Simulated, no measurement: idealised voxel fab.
voxel self aligned vias: a process module
Each square cell in cross-section cut measures 5 nm, and the section as a whole is 220 nm wide.
Throughout this document, each cross-section is represented as a grid of square cells and is presented as a sequence of bands enumerated from the top downward, where a band comprises one or more rows of cells.
Look at the band entry: it leads with the top's height and the bottom's height in nm. Then it lists the materials left to right, with a width in nm for each. The word "throughout" on a single material says that material fills the band edge to edge. The word "air" is empty space.
Ref level 0: as-received wafer is one material below here. Bottom band extends down with no lower bound ("0 down").
A width given as "30->40" starts at the first number in the band's top row and ends at the second number in its bottom row, shifting by an equal amount at every step from row to row.
Given "no change" for a step, no cell of the cross-section differs between before and after that step.
For the entry "Completely enclosed voids", the listed items are empty spaces with no open way to the top whose size is 8 cells or more; each item follows the pattern width x height at distance, where distance is from the left edge and all three are in nm.
The remark found on a step's line after its settings is issued by the simulator itself and pertains to that step.
A step line may carry the setting "overlay nm", which, for steps involving a mask, states the distance by which the mask lay to the right of its intended position; negative values denote displacement to the left.

-- Here's what the planned process steps look like
step 1: op RECEIVE | material Si
step 2: op CONFORMAL_DEP | material SiO2 | thk nm 10
step 3: op CONFORMAL_DEP | material SiCN | thk nm 5
step 4: op DIRECTIONAL_DEP | material lowk | thk nm 20
step 5: op PATTERN | tone open | mask id LINES | material resist | width nm 25 | pitch nm 70 | thk nm 20 | overlay nm 0
step 6: op DIRECTIONAL_ETCH | etch materials lowk | depth nm 20
step 7: op STRIP | etch materials resist
step 8: op CONFORMAL_DEP | material TiN | thk nm 5
step 9: op FILL_DEP | material Ru | thk nm 5
step 10: op CMP | height nm 35
step 11: op SELECTIVE_ETCH | etch materials W Ru TiN | depth nm 10
step 12: op FILL_DEP | material SiN | thk nm 5
step 13: op CMP | height nm 35
step 14: op DIRECTIONAL_DEP | material lowk | thk nm 20
step 15: op DIRECTIONAL_DEP | material aC | thk nm 10
step 16: op PATTERN | tone open | mask id VIAS | material resist | width nm 45 | pitch nm 70 | thk nm 25 | overlay nm 0
step 17: op DIRECTIONAL_ETCH | etch materials aC | depth nm 10
step 18: op STRIP | etch materials resist
step 19: op DIRECTIONAL_ETCH | etch materials lowk | depth nm 20
step 20: op DIRECTIONAL_ETCH | etch materials SiN | depth nm 10
step 21: op STRIP | etch materials aC
step 22: op CONFORMAL_DEP | material TiN | thk nm 5
step 23: op FILL_DEP | material Ru | thk nm 10
step 24: op CMP | height nm 55
step 25: op CONFORMAL_DEP | material SiCN | thk nm 5

-- Cross-section of the wafer upon arrival, representing the state reached after step 1
0 down | Si throughout
Completely enclosed voids: none

-- Result of the module, cross-sectioned: start per above, plan per above, one error in how it was run
50 to 45 | SiCN throughout
45 to 35 | lowk 50 nm; TiN 5->15 nm; Ru 35->15 nm; TiN 5->15 nm; lowk 25 nm; TiN 5->15 nm; Ru 35->15 nm; TiN 5->15 nm; lowk 55 nm
35 to 30 | lowk 60 nm; TiN 5 nm; Ru 15 nm; TiN 5 nm; lowk 45 nm; TiN 5 nm; Ru 15 nm; TiN 5 nm; lowk 65 nm
30 to 25 | lowk 60 nm; TiN 25 nm; lowk 45 nm; TiN 25 nm; lowk 65 nm
25 to 20 | lowk 60 nm; TiN 5 nm; Ru 15 nm; TiN 5 nm; lowk 45 nm; TiN 5 nm; Ru 15 nm; TiN 5 nm; lowk 65 nm
20 to 15 | lowk 60 nm; TiN 25 nm; lowk 45 nm; TiN 25 nm; lowk 65 nm
15 to 10 | SiCN throughout
10 to 0 | SiO2 throughout
0 down | Si throughout
Completely enclosed voids: none
It is concluded that the wafer was processed incorrectly with respect to the plan, in that rather than as planned, step 24 actually ran as op CMP | height nm 45
